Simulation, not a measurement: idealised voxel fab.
process module | voxel ribs on slabs
cross-section cut | 240 nm wide | cells 5 nm
A cross-section is a grid of square cells, given in bands from the top down. A band is one or more rows of cells.
Each band's line starts with the height of the band's top and of its bottom, in nm. Then come its materials from left to right, each with its width in nm. One material with "throughout" fills the band from edge to edge. "air" is empty space.
Height 0 is the level under which the wafer as received is all one material. The lowest band goes on downwards, as in "0 down".
A width such as "30 to 40" changes by the same amount from each row of cells to the next, from the band's top row to its bottom row.
"no change" after a step means that no cell of the cross-section changed.
closed voids: empty space of 8 cells or more with no open way to the top, each as width x height at its distance from the left edge, in nm
after a step's settings: what the simulator itself notes on the step
overlay nm, on a step with a mask: how far to the right of its planned place the mask lay; to the left if negative
plan
1 op RECEIVE | material Si
2 op DIRECTIONAL_DEP | material SiO2 | thk nm 25
3 op DIRECTIONAL_DEP | material polySi | thk nm 15
4 op PATTERN | tone cover | mask id RIB | material resist | width nm 25 | thk nm 15 | overlay nm 0
5 op DIRECTIONAL_ETCH | etch materials polySi | depth nm 5
6 op STRIP | etch materials resist
7 op PATTERN | tone cover | mask id SLAB | material resist | width nm 75 | thk nm 20 | overlay nm 0
8 op DIRECTIONAL_ETCH | etch materials polySi | depth nm 15
9 op STRIP | etch materials resist
10 op FILL_DEP | material SiO2 | thk nm 25
11 op CMP | height nm 65
12 op DIRECTIONAL_DEP | material TiN | thk nm 10
13 op MASKED_ETCH | tone cover | mask id HEATER | width nm 35 | etch materials TiN | depth nm 10 | overlay nm 0
14 op CONFORMAL_DEP | material SiO2 | thk nm 5
varied across the wafers: thk nm of step 3. The plan shows the first wafer's value. All wafers start alike
first wafer as received, after step 1
  0 down: Si throughout
  closed voids: none
each wafer at the end: cells of each material gained (+) or lost (-) since it was received, then its closed voids
thk nm 15 | +641 SiO2 | +14 TiN | +35 polySi | closed voids: none
thk nm 20 | +626 SiO2 | +14 TiN | +50 polySi | closed voids: none
thk nm 25 | +578 SiO2 | +14 TiN | +98 polySi | closed voids: none
thk nm 30 | +530 SiO2 | +14 TiN | +146 polySi | closed voids: none
thk nm 35 | +482 SiO2 | +14 TiN | +194 polySi | closed voids: none
